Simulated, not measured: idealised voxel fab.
Proc. module: voxel capacitor over wiring
The width of the displayed cross-section, cut, is 155 nm; its cells are square, with a size of 5 nm.
Just so we're on the same page, the cross-sections are grids of square cells, and they're listed out in bands top to bottom, each band one or more rows deep. What a band's entry tells you: where the top is and where the bottom is, as heights in nm, and after that what lies inside, material by material from left to right, each with its width in nm. Empty space is written as the word "air", and a single material marked with the word "all across" occupies the band from edge to edge. Heights are reckoned from 0. Under this level, the received wafer is all of one material. The bottommost band is open-ended downward, for example "0 nm and below". You'd read "30->40" like this: the band's top row of cells is as wide as the first number, its bottom row is as wide as the second, and going down, every row changes width by the same amount as the row before did. The designation "no modifications", where it is given for a processing step, indicates that no cell of the cross-section was altered in the course of that step. If an empty space has no open way to the top and is at least 8 cells in size, "Voids lacking openings" lists it, written width x height at distance, where distance is measured from the left edge and every value is in nm. Heads up: the bit after the settings on a step's line is the simulator's remark on that step. Among the settings permitted on a step's line is "overlay nm"; applied to a step with a mask, it specifies the extent to which the mask lay to the right of its planned position, whereas a negative figure signifies a position to the left.
[So here's the lineup of process steps we planned]
| 1 | RECEIVE [material Si] |
| 2 | CONFORMAL_DEP [material SiO2] [thk nm 15] |
| 3 | CONFORMAL_DEP [material SiN] [thk nm 5] |
| 4 | DIRECTIONAL_DEP [material SiO2] [thk nm 25] |
| 5 | DIRECTIONAL_DEP [material aC] [thk nm 15] |
| 6 | PATTERN [tone open] [mask id METAL_1] [material resist] [width nm 30] [pitch nm 80] [thk nm 35] [overlay nm 0] |
| 7 | DIRECTIONAL_ETCH [etch materials aC] [depth nm 15] |
| 8 | STRIP [etch materials resist] |
| 9 | DIRECTIONAL_ETCH [etch materials SiO2] [depth nm 25] |
| 10 | DIRECTIONAL_ETCH [etch materials SiN] [depth nm 5] |
| 11 | STRIP [etch materials aC] |
| 12 | CONFORMAL_DEP [material TiN] [thk nm 5] |
| 13 | FILL_DEP [material Ru] [thk nm 5] |
| 14 | CMP [height nm 45] |
| 15 | CONFORMAL_DEP [material SiCN] [thk nm 5] |
| 16 | DIRECTIONAL_DEP [material lowk] [thk nm 15] |
| 17 | MASKED_ETCH [tone open] [mask id PLUG_1] [width nm 15] [etch materials lowk] [depth nm 15] [overlay nm 0] |
| 18 | MASKED_ETCH [tone open] [mask id PLUG_1] [width nm 15] [etch materials SiCN] [depth nm 5] [overlay nm 0] |
| 19 | EPI [material Ru] [thk nm 10] |
| 20 | EPI [material Ru] [thk nm 10] |
| 21 | DIRECTIONAL_DEP [material TiN] [thk nm 10] |
| 22 | DIRECTIONAL_DEP [material HfO2] [thk nm 5] |
| 23 | DIRECTIONAL_DEP [material TiN] [thk nm 10] |
| 24 | DIRECTIONAL_DEP [material aC] [thk nm 15] |
| 25 | PATTERN [tone cover] [mask id UPPER_PLATE] [material resist] [width nm 55] [thk nm 30] [overlay nm 0] |
| 26 | DIRECTIONAL_ETCH [etch materials aC] [depth nm 15] |
| 27 | STRIP [etch materials resist] |
| 28 | DIRECTIONAL_ETCH [etch materials TiN] [depth nm 10] |
| 29 | DIRECTIONAL_ETCH [etch materials HfO2] [depth nm 5] |
| 30 | STRIP [etch materials aC] |
| 31 | DIRECTIONAL_DEP [material aC] [thk nm 10] |
| 32 | PATTERN [tone cover] [mask id LOWER_PLATE] [material resist] [width nm 65] [thk nm 30] [overlay nm 0] |
| 33 | DIRECTIONAL_ETCH [etch materials aC] [depth nm 10] |
| 34 | STRIP [etch materials resist] |
| 35 | DIRECTIONAL_ETCH [etch materials TiN] [depth nm 10] |
| 36 | STRIP [etch materials aC] |
| 37 | FILL_DEP [material SiO2] [thk nm 20] |
| 38 | CMP [height nm 105] |
| 39 | MASKED_ETCH [tone open] [mask id PLUG_2] [width nm 15] [etch materials SiO2] [depth nm 15] [overlay nm 0] |
| 40 | CONFORMAL_DEP [material TiN] [thk nm 5] |
| 41 | FILL_DEP [material Ru] [thk nm 10] |
| 42 | CMP [height nm 105] |
| 43 | CONFORMAL_DEP [material SiCN] [thk nm 5] |
[The cross-section here shows the wafer as received, i.e. in its state after step 1]
- 0 nm and below  Si all across
- Voids lacking openings: none
[The first of two wafers, cross-sectioned at the end of the module, with the run proceeding as planned]
- 110 nm to 105 nm  SiCN all across
- 105 nm to 95 nm  SiO2=45  TiN=5  Ru=5  TiN=5  SiO2=95
- 95 nm to 90 nm  SiO2=45  TiN=15  SiO2=95
- 90 nm to 80 nm  SiO2=35  TiN=55  SiO2=65
- 80 nm to 75 nm  SiO2=35  HfO2=55  SiO2=65
- 75 nm to 65 nm  SiO2=30  TiN=65  SiO2=60
- 65 nm to 50 nm  lowk=35  Ru=15  lowk=105
- 50 nm to 45 nm  SiCN=35  Ru=15  SiCN=105
- 45 nm to 20 nm  SiO2=20  TiN=5  Ru=20  TiN=5  SiO2=50  TiN=5  Ru=20  TiN=5  SiO2=25
- 20 nm to 15 nm  SiN=20  TiN=30  SiN=50  TiN=30  SiN=25
- 15 nm to 0 nm  SiO2 all across
- 0 nm and below  Si all across
- Voids lacking openings: none
[Cross-sectional image of the second wafer of the two following completion of the module. Starting state and process plan were the same as for the first wafer; one execution error occurred]
- 110 nm to 105 nm  SiCN all across
- 105 nm to 95 nm  SiO2=45  TiN=5  Ru=5  TiN=5  SiO2=95
- 95 nm to 90 nm  SiO2=45  TiN=15  SiO2=95
- 90 nm to 85 nm  SiO2 all across
- 85 nm to 75 nm  SiO2=35  TiN=55  SiO2=65
- 75 nm to 70 nm  SiO2=35  HfO2=55  SiO2=65
- 70 nm to 60 nm  SiO2=30  TiN=65  SiO2=60
- 60 nm to 45 nm  lowk=35  Ru=15  lowk=105
- 45 nm to 40 nm  SiCN=35  Ru=15  SiCN=105
- 40 nm to 20 nm  SiO2=20  TiN=5  Ru=20  TiN=5  SiO2=50  TiN=5  Ru=20  TiN=5  SiO2=25
- 20 nm to 15 nm  SiN=20  TiN=30  SiN=50  TiN=30  SiN=25
- 15 nm to 0 nm  SiO2 all across
- 0 nm and below  Si all across
- Voids lacking openings: none
Nonconformance to the process plan: planned and actual differ for step 14; actual: CMP [height nm 40]
Wrapping up, a cell-based count of both wafers puts the second over or under the first for these materials: 8 fewer of Ru, 12 more of SiO2, 4 fewer of TiN
